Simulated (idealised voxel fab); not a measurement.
Process module heading - voxel gate over fins
The figure presents cross-section cut, which has a width of 160 nm and is divided into square cells with an edge length of 5 nm.
Cross-section format: a grid of square cells, given as bands from top to bottom; each band is one or more rows of cells. What a band's entry tells you: where the top is and where the bottom is, as heights in nm, and after that what lies inside, material by material from left to right, each with its width in nm. Empty space is written as the word "air", and a single material marked with the word "all across" occupies the band from edge to edge. Beneath 0, the wafer as received is one material, and that level is where height counting begins. The lowest band goes on downward without a bottom; it is written like "z 0 and below". The width entry "30 to 40" should be interpreted row by row: the top row of cells in the band takes the first number, the bottom row takes the second number, and the change between adjacent rows is uniform throughout. A step reported as "same as before" is a step in which no cell of the cross-section changed. Closed void listing: empty space of 8 cells or more with no open way to the top, each as width x height at its distance from the left edge, in nm. Past the settings on a step's line: simulator remark, on that step. The "overlay nm" setting may appear on a step's line; for a step that uses a mask, it gives how far to the right of its planned position the mask lay, and a negative value indicates the left.
## The planned process steps are enumerated hereunder
1,op RECEIVE | material Si
2,op CONFORMAL_DEP | material SiN | thk nm 5
3,op MASKED_ETCH | tone cover | mask id FINS | width nm 15 | pitch nm 40 | etch materials SiN | depth nm 5 | overlay nm 0
4,op MASKED_ETCH | tone cover | mask id FINS | width nm 15 | pitch nm 40 | etch materials Si | depth nm 30 | overlay nm 0
5,op OXIDIZE | depth nm 5
6,op FILL_DEP | material SiO2 | thk nm 15
7,op CMP | height nm 5
8,op SELECTIVE_ETCH | etch materials SiO2 | depth nm 15
9,op STRIP | etch materials SiN
10,op CONFORMAL_DEP | material HfO2 | thk nm 5
11,op CONFORMAL_DEP | material TiN | thk nm 5
12,op FILL_DEP | material W | thk nm 10
13,op CMP | height nm 15
14,op CONFORMAL_DEP | material SiCN | thk nm 10
What sets these wafers apart? The width nm at step 4. They all start alike, and the plan carries the first wafer's value.
## Incoming state of the first of several wafers in cross-section: after step 1
z 0 and below = Si all across
Closed void listing: none
## End of module: cross-section of the first of several wafers after step 14, the last step
z 25 to 15 = SiCN all across
z 15 to 10 = W all across
z 10 to 5 = 45 of W, 25 of TiN, 15 of W, 25 of TiN, 50 of W
z 5 to 0 = 45 of W, 5 of TiN, 15 of HfO2, 5 of TiN, 15 of W, 5 of TiN, 15 of HfO2, 5 of TiN, 50 of W
z 0 to -5 = 50 of TiN, 5 of HfO2, 5 of Si, 5 of HfO2, 25 of TiN, 5 of HfO2, 5 of Si, 5 of HfO2, 55 of TiN
z -5 to -10 = 55 of HfO2, 5 of Si, 35 of HfO2, 5 of Si, 60 of HfO2
z -10 to -35 = 55 of SiO2, 5 of Si, 35 of SiO2, 5 of Si, 60 of SiO2
z -35 and below = Si all across
Closed void listing: none
## Cross-section of the last wafer at end of module
z 25 to 15 = SiCN all across
z 15 to 10 = W all across
z 10 to 5 = 45 of W, 25 of TiN, 15 of W, 25 of TiN, 50 of W
z 5 to 0 = 40 of W, 10 of TiN, 15 of HfO2, 10 of TiN, 5 of W, 10 of TiN, 15 of HfO2, 10 of TiN, 45 of W
z 0 to -5 = 45 of TiN, 10 of HfO2, 5 of Si, 10 of HfO2, 15 of TiN, 10 of HfO2, 5 of Si, 10 of HfO2, 50 of TiN
z -5 to -10 = 50 of HfO2, 15 of Si, 25 of HfO2, 15 of Si, 55 of HfO2
z -10 to -35 = 50 of SiO2, 15 of Si, 25 of SiO2, 15 of Si, 55 of SiO2
z -35 and below = Si all across
Closed void listing: none
## For your reference, the table is organized with a row per wafer; each row reflects the wafer at the end of the module, indicating for each material the cells gained (+) or lost (-) since receipt, and thereafter its closed voids
width nm 15, +40 HfO2, -210 Si, +64 SiCN, +150 SiO2, +40 TiN, +76 W, Closed void listing: none
width nm 20, +40 HfO2, -198 Si, +64 SiCN, +140 SiO2, +40 TiN, +74 W, Closed void listing: none
width nm 25, +40 HfO2, -186 Si, +64 SiCN, +130 SiO2, +40 TiN, +72 W, Closed void listing: none
